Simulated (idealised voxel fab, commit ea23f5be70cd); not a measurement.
Herein follows the process module entitled voxel self aligned contacts.
The cross-section shown here is cut; it is 240 nm wide and divided into square cells measuring 5 nm on a side.
Cross-section, as written here: a square-cell grid given band by band from the top down, where a band holds one or more rows of cells.
Basically the band line says how high the top is and how high the bottom is, in nm, and then what's in it from left to right, every material with its width in nm. Empty space shows up as "blank", and if a single material carries "throughout" it runs the full band edge to edge.
Height reference: 0 = level under which incoming wafer is all one material. Lowest band: no bottom, runs on downward, e.g. "0 nm and below".
Per-row width for "30->40": begins at first number (top row of band), ends at second number (bottom row), increment between rows held constant.
When a step is marked "everything unchanged", none of the cells in the cross-section changed during that step.
This entry, "Enclosed empty spaces", enumerates those empty regions of no fewer than 8 cells that possess no open connection to the top. Each region is reported in the form width x height at distance, the distance being taken from the left edge, with all three quantities expressed in nm.
On each step's line, the part that comes after the settings is the simulator's own comment on the step.
"overlay nm" on a masked step: distance the mask lay right of its planned place, negative for left.
Process steps foreseen in the plan
1. RECEIVE: material Si
2. OXIDIZE: depth nm 5
3. DIRECTIONAL_DEP: material polySi, thk nm 30
4. DIRECTIONAL_DEP: material SiN, thk nm 20
5. PATTERN: tone cover, mask id GATE, material resist, width nm 25, pitch nm 70, thk nm 20, overlay nm 0
6. DIRECTIONAL_ETCH: etch materials SiN, depth nm 20
7. DIRECTIONAL_ETCH: etch materials polySi, depth nm 30
8. STRIP: etch materials resist
9. CONFORMAL_DEP: material SiN, thk nm 10
10. DIRECTIONAL_ETCH: etch materials SiN, depth nm 10
11. FILL_DEP: material SiO2, thk nm 10
12. CMP: height nm 55
13. PATTERN: tone open, mask id CONTACT, material resist, width nm 55, thk nm 15, overlay nm 0
14. DIRECTIONAL_ETCH: etch materials SiO2, depth nm 60
15. STRIP: etch materials resist
16. CONFORMAL_DEP: material TiN, thk nm 5
17. FILL_DEP: material W, thk nm 10
18. CMP: height nm 55
19. CONFORMAL_DEP: material SiCN, thk nm 5
Wafer at receipt (post step 1), cross-section
> 0 nm and below | Si throughout
> Enclosed empty spaces: none
Cross-sectional view of the first of the two wafers upon completion of the module, processed in accordance with the plan
> 60 nm to 55 nm | SiCN throughout
> 55 nm to 50 nm | SiO2 90; TiN 20; W 15; TiN 20; SiO2 95
> 50 nm to 30 nm | SiO2 60; SiN 45; TiN 5; W 15; TiN 5; SiN 45; SiO2 65
> 30 nm to 0 nm | SiO2 60; SiN 10; polySi 25; SiN 10; TiN 5; W 15; TiN 5; SiN 10; polySi 25; SiN 10; SiO2 65
> 0 nm to -5 nm | SiO2 105; TiN 25; SiO2 110
> -5 nm and below | Si throughout
> Enclosed empty spaces: none
This cross-section belongs to the second wafer of two at the end of the module; the start and the plan were shared with the first, and the run included one mistake
> 60 nm to 55 nm | SiCN throughout
> 55 nm to 50 nm | SiO2 95; TiN 15; W 15; TiN 25; SiO2 90
> 50 nm to 30 nm | SiO2 60; SiN 45; TiN 5; W 15; TiN 5; SiN 45; SiO2 65
> 30 nm to 0 nm | SiO2 60; SiN 10; polySi 25; SiN 10; TiN 5; W 15; TiN 5; SiN 10; polySi 25; SiN 10; SiO2 65
> 0 nm to -5 nm | SiO2 105; TiN 25; SiO2 110
> -5 nm and below | Si throughout
> Enclosed empty spaces: none
Against the plan, the run slipped here: rather than as planned, step 13 actually ran as PATTERN: tone open, mask id CONTACT, material resist, width nm 55, thk nm 15, overlay nm 5
Comparing end states, the material composition by cell count is preserved from the first wafer to the second, while the locations of the cells are not.
